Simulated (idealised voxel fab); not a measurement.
Process module, titled voxel capacitor over wiring
The figure presents cross-section cut, which has a width of 265 nm and is divided into square cells with an edge length of 5 nm.
Each cross-section below is a grid of square cells, stated as bands in top-down order, with one or more rows of cells making up each band.
This entry defines a band. It first specifies the height of the band's top and the height of its bottom in nm, and then specifies the band's materials from left to right, stating each material with its width in nm. The word "edge to edge" identifies a single material that fills the band from edge to edge, while the word "air" identifies empty space.
All heights in this document are referenced to 0, defined as the level beneath which the wafer, as received, consists entirely of one material. The lowest band is not bounded below; it extends indefinitely downward and is written in the form "z 0 and below".
Width "30..40": first value at the band's top row of cells, second value at its bottom row, equal change from row to row.
"no modification" means the step left every cell of the cross-section as it was.
Voids, fully enclosed: empty space of 8 cells or more with no open way to the top, each as width x height at its distance from the left edge, in nm
That trailing text on a step's line, after the settings, is the simulator's own remark on the step.
For masked steps, "overlay nm" on the step line gives how far right of plan the mask actually lay; a minus sign means it lay to the left.
plan:
1) RECEIVE with material Si
2) CONFORMAL_DEP with material SiO2, thk nm 10
3) DIRECTIONAL_DEP with material TiN, thk nm 5
4) DIRECTIONAL_DEP with material Ru, thk nm 15
5) MASKED_ETCH with tone cover, mask id METAL_1, width nm 20, pitch nm 70, etch materials Ru, depth nm 15, overlay nm 0
6) MASKED_ETCH with tone cover, mask id METAL_1, width nm 20, pitch nm 70, etch materials TiN, depth nm 5, overlay nm 0
7) CONFORMAL_DEP with material SiCN, thk nm 5
8) FILL_DEP with material lowk, thk nm 10
9) CMP with height nm 30
10) CONFORMAL_DEP with material SiCN, thk nm 5
11) DIRECTIONAL_DEP with material lowk, thk nm 20
12) PATTERN with tone open, mask id PLUG_1, material resist, width nm 15, thk nm 15, overlay nm 0
13) DIRECTIONAL_ETCH with etch materials lowk, depth nm 20
14) DIRECTIONAL_ETCH with etch materials SiCN, depth nm 5
15) STRIP with etch materials resist
16) CONFORMAL_DEP with material TiN, thk nm 5
17) FILL_DEP with material Cu, thk nm 10
18) CMP with height nm 55
19) DIRECTIONAL_DEP with material TiN, thk nm 5
20) DIRECTIONAL_DEP with material HfO2, thk nm 5
21) DIRECTIONAL_DEP with material TiN, thk nm 5
22) PATTERN with tone cover, mask id UPPER_PLATE, material resist, width nm 55, thk nm 20, overlay nm 0
23) DIRECTIONAL_ETCH with etch materials TiN, depth nm 5
24) DIRECTIONAL_ETCH with etch materials HfO2, depth nm 5
25) STRIP with etch materials resist
26) MASKED_ETCH with tone cover, mask id LOWER_PLATE, width nm 65, etch materials TiN, depth nm 5, overlay nm 0
27) FILL_DEP with material SiO2, thk nm 15
28) CMP with height nm 80
29) PATTERN with tone open, mask id PLUG_2, material resist, width nm 15, thk nm 20, overlay nm 0
30) DIRECTIONAL_ETCH with etch materials SiO2, depth nm 10
31) STRIP with etch materials resist
32) CONFORMAL_DEP with material TiN, thk nm 5
33) FILL_DEP with material Cu, thk nm 10
34) CMP with height nm 80
35) CONFORMAL_DEP with material SiN, thk nm 5
Incoming wafer, cross-sectional view, post step 1:
  z 0 and below | Si edge to edge
  Voids, fully enclosed: none
Cross-section, end of module. Start: as above. Plan: as above. Execution: one mistake:
  z 75 to 70 | SiN edge to edge
  z 70 to 65 | SiO2: 90  TiN: 55  SiO2: 120
  z 65 to 60 | SiO2: 90  HfO2: 55  SiO2: 120
  z 60 to 55 | SiO2: 85  TiN: 65  SiO2: 115
  z 55 to 35 | lowk: 90  TiN: 5  Cu: 5  TiN: 5  lowk: 160
  z 35 to 30 | SiCN: 90  TiN: 15  SiCN: 160
  z 30 to 15 | lowk: 80  SiCN: 5  Ru: 20  SiCN: 5  lowk: 40  SiCN: 5  Ru: 20  SiCN: 5  lowk: 85
  z 15 to 10 | SiCN: 85  TiN: 20  SiCN: 50  TiN: 20  SiCN: 90
  z 10 to 0 | SiO2 edge to edge
  z 0 and below | Si edge to edge
  Voids, fully enclosed: none
Where did the run depart from the plan? step 34 was run on a setting that differed from the plan, and what really ran there is CMP with height nm 70
